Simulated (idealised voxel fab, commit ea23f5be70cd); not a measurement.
You're looking at the process module voxel double patterning.
The figure presents cross-section cut, which has a width of 200 nm and is divided into square cells with an edge length of 5 nm.
Bands, listed from the top down, are how a cross-section gets written in this document; the cross-section itself is a grid of square cells, and a band is one or more rows of them.
For a band, the entry starts with two heights in nm, that of the top and then that of the bottom, and carries on with the band's materials in order from left to right, each alongside its width in nm; the word "everywhere" beside a single material means it fills the band edge to edge, and "empty" means empty space.
Where do heights start? At 0: under that level the wafer as delivered is made of one material only. And the lowest band has no floor; it just carries on downward, as in "0 -> down".
Per-row width for "30->40": begins at first number (top row of band), ends at second number (bottom row), increment between rows held constant.
"no change" -> step changed no cross-section cell.
What "Tabulated closed voids" gives you is every empty space of 8 cells or more that is cut off from the top. Each appears as width x height at distance, with the distance taken from the left edge and width, height and distance all in nm.
On a step's line, text after the settings is the simulator commenting on that step.
You can add "overlay nm" to a step's line. For a step with a mask, it describes how far the mask lay to the right of its planned position, and a negative number describes a lay to the left.

Planned step list for the process:
1,RECEIVE: material Si
2,CONFORMAL_DEP: material SiO2, thk nm 10
3,DIRECTIONAL_DEP: material TiN, thk nm 15
4,DIRECTIONAL_DEP: material SiCN, thk nm 10
5,DIRECTIONAL_DEP: material aC, thk nm 15
6,PATTERN: tone open, mask id FIRST, material resist, width nm 15, pitch nm 50, thk nm 35, overlay nm 0
7,DIRECTIONAL_ETCH: etch materials aC, depth nm 15
8,STRIP: etch materials resist
9,DIRECTIONAL_ETCH: etch materials SiCN, depth nm 10
10,STRIP: etch materials aC
11,PATTERN: tone open, mask id SECOND, material resist, width nm 15, pitch nm 50, thk nm 20, overlay nm 0
12,DIRECTIONAL_ETCH: etch materials SiCN, depth nm 10
13,STRIP: etch materials resist
14,DIRECTIONAL_ETCH: etch materials TiN, depth nm 15
15,STRIP: etch materials SiCN

Incoming wafer, cross-sectional view, post step 1:
    0 -> down: Si everywhere
    Tabulated closed voids: none

Cross-sectional image of the first of two wafers at the end of the module, the run having proceeded as planned:
    25 -> 10: TiN 40 nm, then empty 15 nm, then TiN 10 nm, then empty 15 nm, then TiN 10 nm, then empty 15 nm, then TiN 10 nm, then empty 15 nm, then TiN 10 nm, then empty 15 nm, then TiN 45 nm
    10 -> 0: SiO2 everywhere
    0 -> down: Si everywhere
    Tabulated closed voids: none

Wafer two (of two), end-of-module cross-section: start = wafer one, plan = wafer one, one run mistake:
    25 -> 20: TiN 40 nm, then empty 15 nm, then TiN 10 nm, then empty 15 nm, then TiN 10 nm, then empty 15 nm, then TiN 10 nm, then empty 15 nm, then TiN 10 nm, then empty 15 nm, then TiN 45 nm
    20 -> 10: TiN everywhere
    10 -> 0: SiO2 everywhere
    0 -> down: Si everywhere
    Tabulated closed voids: none
Deviation from plan: the process deviated at step 14: the operation and settings actually run there were DIRECTIONAL_ETCH: etch materials TiN, depth nm 5
It is noted that, at the conclusion of processing, the second wafer exhibits a higher or lower cell count for certain materials relative to the first: 30 more of TiN
